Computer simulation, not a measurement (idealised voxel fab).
Process module heading - voxel self aligned contacts
Cross-section cut spans 270 nm and uses square cells 5 nm in size.
Format of a cross-section: grid, square cells. Given as bands. Order: top down. Band: one or more rows of cells. A band entry consists of two parts. The first gives the height of the band's top and the height of its bottom, in nm. The rest lists the band's materials from left to right, each with its width in nm. A single material labelled with the word "full width" fills the band from edge to edge, and the word "air" marks empty space. Convention: height 0 is the level below which the wafer, as received, is all one material. The lowest band does not terminate at the bottom but continues downward, represented as "0 nm and below". The width entry "30 to 40" should be interpreted row by row: the top row of cells in the band takes the first number, the bottom row takes the second number, and the change between adjacent rows is uniform throughout. "same as before" means the step left every cell of the cross-section as it was. The label "Trapped void list" introduces a list of the empty spaces, 8 cells or larger, that have no open way up to the top; each entry in it reads width x height at distance, where the distance is taken from the left edge and all three are stated in nm. What comes after the settings on a step's line is commentary from the simulator itself on that step. Regarding "overlay nm": on a step with a mask, it is the distance the mask lay to the right of its planned place; a negative value places it to the left.
This section lists the process steps that were planned:
1 RECEIVE: material Si
2 OXIDIZE: depth nm 5
3 DIRECTIONAL_DEP: material polySi, thk nm 30
4 DIRECTIONAL_DEP: material SiN, thk nm 20
5 DIRECTIONAL_DEP: material aC, thk nm 10
6 PATTERN: tone cover, mask id GATE, material resist, width nm 35, pitch nm 70, thk nm 25, overlay nm 0
7 DIRECTIONAL_ETCH: etch materials aC, depth nm 10
8 STRIP: etch materials resist
9 DIRECTIONAL_ETCH: etch materials SiN, depth nm 20
10 DIRECTIONAL_ETCH: etch materials polySi, depth nm 30
11 STRIP: etch materials aC
12 CONFORMAL_DEP: material SiN, thk nm 10
13 DIRECTIONAL_ETCH: etch materials SiN, depth nm 10
14 FILL_DEP: material SiO2, thk nm 15
15 CMP: height nm 60
16 PATTERN: tone open, mask id CONTACT, material resist, width nm 45, pitch nm 70, thk nm 15, overlay nm 0
17 DIRECTIONAL_ETCH: etch materials SiO2, depth nm 65
18 STRIP: etch materials resist
19 CONFORMAL_DEP: material TiN, thk nm 5
20 FILL_DEP: material Ru, thk nm 5
21 CMP: height nm 60
22 CONFORMAL_DEP: material SiN, thk nm 5
Here's what the wafer looked like in cross-section when it arrived - that's after step 1:
    0 nm and below = Si full width
    Trapped void list: none
As-planned run: cross-section of the first of two wafers at end of module:
    65 nm to 60 nm = SiN full width
    60 nm to 50 nm = 75 SiO2; 5 to 20 TiN; 35 to 5 Ru; 5 to 20 TiN; 25 SiO2; 5 to 20 TiN; 35 to 5 Ru; 5 to 20 TiN; 80 SiO2
    50 nm to 30 nm = 35 SiO2; 55 SiN; 5 TiN; 5 Ru; 5 TiN; 55 SiN; 5 TiN; 5 Ru; 5 TiN; 55 SiN; 40 SiO2
    30 nm to 0 nm = 35 SiO2; 10 SiN; 35 polySi; 10 SiN; 5 TiN; 5 Ru; 5 TiN; 10 SiN; 35 polySi; 10 SiN; 5 TiN; 5 Ru; 5 TiN; 10 SiN; 35 polySi; 10 SiN; 40 SiO2
    0 nm to -5 nm = 90 SiO2; 15 TiN; 55 SiO2; 15 TiN; 95 SiO2
    -5 nm and below = Si full width
    Trapped void list: none
Now the second wafer, cross-sectioned at the end of the module. Nothing different at the start, nothing different in the plan compared with the first, just one mistake when it was actually run:
    65 nm to 60 nm = SiN full width
    60 nm to 50 nm = 75 SiO2; 5 to 20 TiN; 35 to 5 Ru; 5 to 20 TiN; 25 SiO2; 5 to 20 TiN; 35 to 5 Ru; 5 to 20 TiN; 80 SiO2
    50 nm to 30 nm = 35 SiO2; 55 SiN; 5 TiN; 5 Ru; 5 TiN; 55 SiN; 5 TiN; 5 Ru; 5 TiN; 55 SiN; 40 SiO2
    30 nm to 0 nm = 35 SiO2; 10 SiN; 35 polySi; 10 SiN; 5 TiN; 5 Ru; 5 TiN; 10 SiN; 35 polySi; 10 SiN; 5 TiN; 5 Ru; 5 TiN; 10 SiN; 35 polySi; 10 SiN; 40 SiO2
    0 nm to -5 nm = 90 SiO2; 15 TiN; 55 SiO2; 15 TiN; 95 SiO2
    -5 nm to -10 nm = SiO2 full width
    -10 nm and below = Si full width
    Trapped void list: none
In executing the process, a mistake was made relative to the plan: for step 2, the planned setting was not used; the step was instead run as OXIDIZE: depth nm 10
End of process, cell counts, second wafer against first, materials with more or fewer: Si -54 | SiO2 +54
